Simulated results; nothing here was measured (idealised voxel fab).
process module | voxel self aligned vias
cross-section cut | 245 nm wide | cells 5 nm
A cross-section is a grid of square cells, given in bands from the top down. A band is one or more rows of cells.
Each band's line starts with the height of the band's top and of its bottom, in nm. Then come its materials from left to right, each with its width in nm. One material with "throughout" fills the band from edge to edge. "air" is empty space.
Height 0 is the level under which the wafer as received is all one material. The lowest band goes on downwards, as in "0 down".
A width such as "30 to 40" changes by the same amount from each row of cells to the next, from the band's top row to its bottom row.
"no change" after a step means that no cell of the cross-section changed.
closed voids: empty space of 8 cells or more with no open way to the top, each as width x height at its distance from the left edge, in nm
after a step's settings: what the simulator itself notes on the step
overlay nm, on a step with a mask: how far to the right of its planned place the mask lay; to the left if negative
plan
1 op RECEIVE | material Si
2 op CONFORMAL_DEP | material SiO2 | thk nm 10
3 op CONFORMAL_DEP | material SiCN | thk nm 5
4 op DIRECTIONAL_DEP | material lowk | thk nm 25
5 op MASKED_ETCH | tone open | mask id LINES | width nm 25 | pitch nm 60 | etch materials lowk | depth nm 25 | overlay nm 0
6 op CONFORMAL_DEP | material TiN | thk nm 5
7 op FILL_DEP | material W | thk nm 5
8 op CMP | height nm 40
9 op SELECTIVE_ETCH | etch materials W Ru TiN | depth nm 10
10 op FILL_DEP | material SiN | thk nm 5
11 op CMP | height nm 40
12 op DIRECTIONAL_DEP | material lowk | thk nm 20
13 op PATTERN | tone open | mask id VIAS | material resist | width nm 45 | pitch nm 60 | thk nm 20 | overlay nm 0
14 op DIRECTIONAL_ETCH | etch materials lowk | depth nm 20
15 op DIRECTIONAL_ETCH | etch materials SiN | depth nm 10
16 op STRIP | etch materials resist
17 op CONFORMAL_DEP | material TiN | thk nm 5
18 op FILL_DEP | material Ru | thk nm 5
19 op CMP | height nm 50
20 op CONFORMAL_DEP | material SiN | thk nm 5
varied across the wafers: height nm of step 19. The plan shows the first wafer's value. All wafers start alike
first wafer as received, after step 1
  0 down: Si throughout
  closed voids: none
each wafer at the end: cells of each material gained (+) or lost (-) since it was received, then its closed voids
height nm 50 | +26 Ru | +49 SiCN | +49 SiN | +98 SiO2 | +48 TiN | +12 W | +257 lowk | closed voids: none
height nm 55 | +40 Ru | +49 SiCN | +49 SiN | +98 SiO2 | +52 TiN | +12 W | +288 lowk | closed voids: none
height nm 60 | +54 Ru | +49 SiCN | +49 SiN | +98 SiO2 | +56 TiN | +12 W | +319 lowk | closed voids: none
height nm 65 | +68 Ru | +49 SiCN | +49 SiN | +98 SiO2 | +91 TiN | +12 W | +319 lowk | closed voids: none
height nm 70 | +117 Ru | +49 SiCN | +49 SiN | +98 SiO2 | +91 TiN | +12 W | +319 lowk | closed voids: none
